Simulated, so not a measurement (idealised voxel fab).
process module | voxel tone inversion
cross-section cut | 220 nm wide | cells 5 nm
A cross-section is a grid of square cells, given in bands from the top down. A band is one or more rows of cells.
Each band's line starts with the height of the band's top and of its bottom, in nm. Then come its materials from left to right, each with its width in nm. One material with "throughout" fills the band from edge to edge. "air" is empty space.
Height 0 is the level under which the wafer as received is all one material. The lowest band goes on downwards, as in "0 down".
A width such as "30 to 40" changes by the same amount from each row of cells to the next, from the band's top row to its bottom row.
"no change" after a step means that no cell of the cross-section changed.
closed voids: empty space of 8 cells or more with no open way to the top, each as width x height at its distance from the left edge, in nm
after a step's settings: what the simulator itself notes on the step
overlay nm, on a step with a mask: how far to the right of its planned place the mask lay; to the left if negative
plan
1 op RECEIVE | material Si
2 op CONFORMAL_DEP | material SiN | thk nm 10
3 op DIRECTIONAL_DEP | material aC | thk nm 15
4 op PATTERN | tone cover | mask id POSTS | material resist | width nm 15 | pitch nm 45 | thk nm 25 | overlay nm 0
5 op DIRECTIONAL_ETCH | etch materials aC | depth nm 15
6 op STRIP | etch materials resist
7 op FILL_DEP | material lowk | thk nm 10
8 op CMP | height nm 25
9 op STRIP | etch materials aC
as received, after step 1
  0 down: Si throughout
  closed voids: none
first wafer at the end, as planned
  25 to 10: lowk 35 | air 15 | lowk 30 | air 15 | lowk 30 | air 15 | lowk 30 | air 15 | lowk 35
  10 to 0: SiN throughout
  0 down: Si throughout
  closed voids: none
second wafer at the end: like start, like plan, one mistake
  25 to 15: lowk throughout
  15 to 0: lowk 35 | aC 15 | lowk 30 | aC 15 | lowk 30 | aC 15 | lowk 30 | aC 15 | lowk 35
  0 down: Si throughout
  closed voids: none
what went wrong: step 2 was left out
at the end the second wafer has, in cells: 88 fewer of SiN | 36 more of aC | 88 more of lowk
